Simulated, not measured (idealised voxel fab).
Module name: voxel ribs on slabs (process module)
Shown is cross-section cut, with a width of 150 nm and square cells of size 5 nm.
A cross-section is written here as square cells arranged in a grid, and it is given in bands from the top down, each band taking up one or more rows of cells.
Top height, bottom height, nm. Materials left to right, width each, nm. Single material + "edge to edge" = fills band edge to edge. "air" = empty.
Height reference: 0 = level under which incoming wafer is all one material. Lowest band: no bottom, runs on downward, e.g. "0 nm and below".
Width "30->40": first value at the band's top row of cells, second value at its bottom row, equal change from row to row.
"no change" means the step left every cell of the cross-section as it was.
In "Completely enclosed voids" the enclosed voids are listed, meaning empty spaces of 8 cells or larger without any opening to the top. The form is width x height at distance, distance from the left edge, units nm.
Read whatever lies past the settings on a step's line as the simulator's own remark about the step.
You can add "overlay nm" to a step's line. For a step with a mask, it describes how far the mask lay to the right of its planned position, and a negative number describes a lay to the left.
**Steps planned for the process**
- 1: RECEIVE with material Si
- 2: DIRECTIONAL_DEP with material SiO2, thk nm 25
- 3: DIRECTIONAL_DEP with material polySi, thk nm 25
- 4: DIRECTIONAL_DEP with material aC, thk nm 10
- 5: PATTERN with tone cover, mask id RIB, material resist, width nm 25, thk nm 25, overlay nm 0
- 6: DIRECTIONAL_ETCH with etch materials aC, depth nm 10
- 7: STRIP with etch materials resist
- 8: DIRECTIONAL_ETCH with etch materials polySi, depth nm 10
- 9: STRIP with etch materials aC
- 10: MASKED_ETCH with tone cover, mask id SLAB, width nm 55, etch materials polySi, depth nm 15, overlay nm 0
- 11: FILL_DEP with material SiO2, thk nm 15
- 12: CMP with height nm 60
- 13: DIRECTIONAL_DEP with material W, thk nm 5
- 14: DIRECTIONAL_DEP with material aC, thk nm 5
- 15: PATTERN with tone cover, mask id HEATER, material resist, width nm 35, thk nm 30, overlay nm 0
- 16: DIRECTIONAL_ETCH with etch materials aC, depth nm 10
- 17: STRIP with etch materials resist
- 18: DIRECTIONAL_ETCH with etch materials W, depth nm 5
- 19: STRIP with etch materials aC
- 20: CONFORMAL_DEP with material SiN, thk nm 5
Keep in mind the plan's value for the thk nm of step 14 comes from the first wafer; the wafers don't share that setting, but they do share the same starting point.
**Cut through the first of several wafers as received, post step 1**
    0 nm and below | Si edge to edge
    Completely enclosed voids: none
**The figure below presents a cross-section of the first of several wafers at the conclusion of the module, following its last step, step 20**
    70 nm to 65 nm | air 50 nm / SiN 45 nm / air 55 nm
    65 nm to 60 nm | SiN 55 nm / W 35 nm / SiN 60 nm
    60 nm to 50 nm | SiO2 edge to edge
    50 nm to 40 nm | SiO2 60 nm / polySi 25 nm / SiO2 65 nm
    40 nm to 25 nm | SiO2 45 nm / polySi 55 nm / SiO2 50 nm
    25 nm to 0 nm | SiO2 edge to edge
    0 nm and below | Si edge to edge
    Completely enclosed voids: none
**Cross-section of the final wafer among several, taken at the end of the module**
    70 nm to 65 nm | SiN edge to edge
    65 nm to 60 nm | W edge to edge
    60 nm to 50 nm | SiO2 edge to edge
    50 nm to 40 nm | SiO2 60 nm / polySi 25 nm / SiO2 65 nm
    40 nm to 25 nm | SiO2 45 nm / polySi 55 nm / SiO2 50 nm
    25 nm to 0 nm | SiO2 edge to edge
    0 nm and below | Si edge to edge
    Completely enclosed voids: none
**wafer rows; end of module; cells per material since receipt: (+) gained, (-) lost; then closed voids**
thk nm 5; +32 SiN; +317 SiO2; +7 W; +43 polySi; Completely enclosed voids: none
thk nm 10; +32 SiN; +317 SiO2; +7 W; +43 polySi; Completely enclosed voids: none
thk nm 15; +30 SiN; +317 SiO2; +30 W; +43 polySi; Completely enclosed voids: none
thk nm 20; +30 SiN; +317 SiO2; +30 W; +43 polySi; Completely enclosed voids: none
thk nm 25; +30 SiN; +317 SiO2; +30 W; +43 polySi; Completely enclosed voids: none
